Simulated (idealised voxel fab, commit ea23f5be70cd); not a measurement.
The process module that follows is named voxel self aligned vias.
Pictured: cross-section cut, 225 nm wide, on a grid of 5 nm square cells.
The cross-sections in this document take the form of a grid made of square cells. They are written out as bands, in order from top to bottom. Each band consists of one or more rows of cells. Each band's line starts with the height of the band's top and of its bottom, in nm. Then come its materials from left to right, each with its width in nm. One material with "edge to edge" fills the band from edge to edge. "empty" is empty space. Height is counted from the level 0, under which the received wafer is composed throughout of one material. The lowest of the bands is not closed at the bottom but continues downward, in the notation "0 -> down". Graded width ("30 to 40"): value in top row of band = first number; value in bottom row = second number; row-to-row change constant. The cross-section has no changed cell in any step marked "nothing was modified". "Enclosed cavities": empty spaces of 8 cells or more with no open way to the top, each given as width x height at distance, distance from the left edge, all in nm. On a step's line, text after the settings is the simulator commenting on that step. "overlay nm" answers the question of how far to the right of plan the mask lay on a step that has a mask, and when it is negative the answer is to the left.

PROCESS STEPS FORESEEN IN THE PLAN
| 1 | RECEIVE (material Si) |
| 2 | CONFORMAL_DEP (material SiO2; thk nm 15) |
| 3 | CONFORMAL_DEP (material SiCN; thk nm 5) |
| 4 | DIRECTIONAL_DEP (material lowk; thk nm 20) |
| 5 | PATTERN (tone open; mask id LINES; material resist; width nm 20; pitch nm 65; thk nm 15; overlay nm 0) |
| 6 | DIRECTIONAL_ETCH (etch materials lowk; depth nm 20) |
| 7 | STRIP (etch materials resist) |
| 8 | CONFORMAL_DEP (material TiN; thk nm 5) |
| 9 | FILL_DEP (material Ru; thk nm 5) |
| 10 | CMP (height nm 40) |
| 11 | SELECTIVE_ETCH (etch materials W Ru TiN; depth nm 5) |
| 12 | FILL_DEP (material SiN; thk nm 10) |
| 13 | CMP (height nm 30) |
| 14 | DIRECTIONAL_DEP (material lowk; thk nm 15) |
| 15 | DIRECTIONAL_DEP (material aC; thk nm 15) |
| 16 | PATTERN (tone open; mask id VIAS; material resist; width nm 40; pitch nm 65; thk nm 35; overlay nm 0) |
| 17 | DIRECTIONAL_ETCH (etch materials aC; depth nm 15) |
| 18 | STRIP (etch materials resist) |
| 19 | DIRECTIONAL_ETCH (etch materials lowk; depth nm 15) |
| 20 | DIRECTIONAL_ETCH (etch materials SiN; depth nm 5) |
| 21 | STRIP (etch materials aC) |
| 22 | CONFORMAL_DEP (material TiN; thk nm 5) |
| 23 | FILL_DEP (material W; thk nm 5) |
| 24 | CMP (height nm 55) |
| 25 | CONFORMAL_DEP (material SiCN; thk nm 5) |
Where the wafers of this document differ is in the height nm of step 13; they start out the same, and the plan states the value that applied to the first wafer.

THE FIRST OF SEVERAL WAFERS AS RECEIVED, SHOWN IN CROSS-SECTION; THIS IS ITS STATE AFTER STEP 1
> 0 -> down | Si edge to edge
> Enclosed cavities: none

MODULE END STATE AFTER FINAL STEP 25: CROSS-SECTION OF THE FIRST OF SEVERAL WAFERS
> 60 -> 55 | SiCN edge to edge
> 55 -> 50 | W edge to edge
> 50 -> 45 | TiN 30 / W 30 / TiN 35 / W 30 / TiN 35 / W 30 / TiN 35
> 45 -> 35 | lowk 25 / TiN 5 / W 30 / TiN 5 / lowk 25 / TiN 5 / W 30 / TiN 5 / lowk 25 / TiN 5 / W 30 / TiN 5 / lowk 30
> 35 -> 30 | lowk 25 / TiN 40 / lowk 25 / TiN 40 / lowk 25 / TiN 40 / lowk 30
> 30 -> 25 | lowk 35 / TiN 5 / Ru 10 / TiN 5 / lowk 45 / TiN 5 / Ru 10 / TiN 5 / lowk 45 / TiN 5 / Ru 10 / TiN 5 / lowk 40
> 25 -> 20 | lowk 35 / TiN 20 / lowk 45 / TiN 20 / lowk 45 / TiN 20 / lowk 40
> 20 -> 15 | SiCN edge to edge
> 15 -> 0 | SiO2 edge to edge
> 0 -> down | Si edge to edge
> Enclosed cavities: none

CROSS-SECTION AT MODULE COMPLETION, LAST WAFER
> 60 -> 55 | SiCN edge to edge
> 55 -> 50 | lowk 25 / TiN 5 / W 30 / TiN 5 / lowk 25 / TiN 5 / W 30 / TiN 5 / lowk 25 / TiN 5 / W 30 / TiN 5 / lowk 30
> 50 -> 45 | SiN 25 / TiN 40 / SiN 25 / TiN 40 / SiN 25 / TiN 40 / SiN 30
> 45 -> 40 | SiN edge to edge
> 40 -> 35 | lowk 35 / SiN 20 / lowk 45 / SiN 20 / lowk 45 / SiN 20 / lowk 40
> 35 -> 25 | lowk 35 / TiN 5 / Ru 10 / TiN 5 / lowk 45 / TiN 5 / Ru 10 / TiN 5 / lowk 45 / TiN 5 / Ru 10 / TiN 5 / lowk 40
> 25 -> 20 | lowk 35 / TiN 20 / lowk 45 / TiN 20 / lowk 45 / TiN 20 / lowk 40
> 20 -> 15 | SiCN edge to edge
> 15 -> 0 | SiO2 edge to edge
> 0 -> down | Si edge to edge
> Enclosed cavities: none

THE FOLLOWING TABLE CONTAINS A ROW PER WAFER, IN WHICH ARE REPORTED, AT THE CONCLUSION OF THE MODULE, THE CELLS OF EACH MATERIAL GAINED (+) OR LOST (-) SINCE THE WAFER'S RECEIPT, WITH ITS CLOSED VOIDS GIVEN THEREAFTER
height nm 30, +6 Ru, +90 SiCN, +135 SiO2, +81 TiN, +99 W, +129 lowk, Enclosed cavities: none
height nm 35, +12 Ru, +90 SiCN, +135 SiO2, +87 TiN, +54 W, +162 lowk, Enclosed cavities: none
height nm 40, +12 Ru, +90 SiCN, +135 SiO2, +66 TiN, +42 W, +195 lowk, Enclosed cavities: none
height nm 45, +12 Ru, +90 SiCN, +33 SiN, +135 SiO2, +60 TiN, +36 W, +174 lowk, Enclosed cavities: none
height nm 50, +12 Ru, +90 SiCN, +78 SiN, +135 SiO2, +54 TiN, +18 W, +153 lowk, Enclosed cavities: none
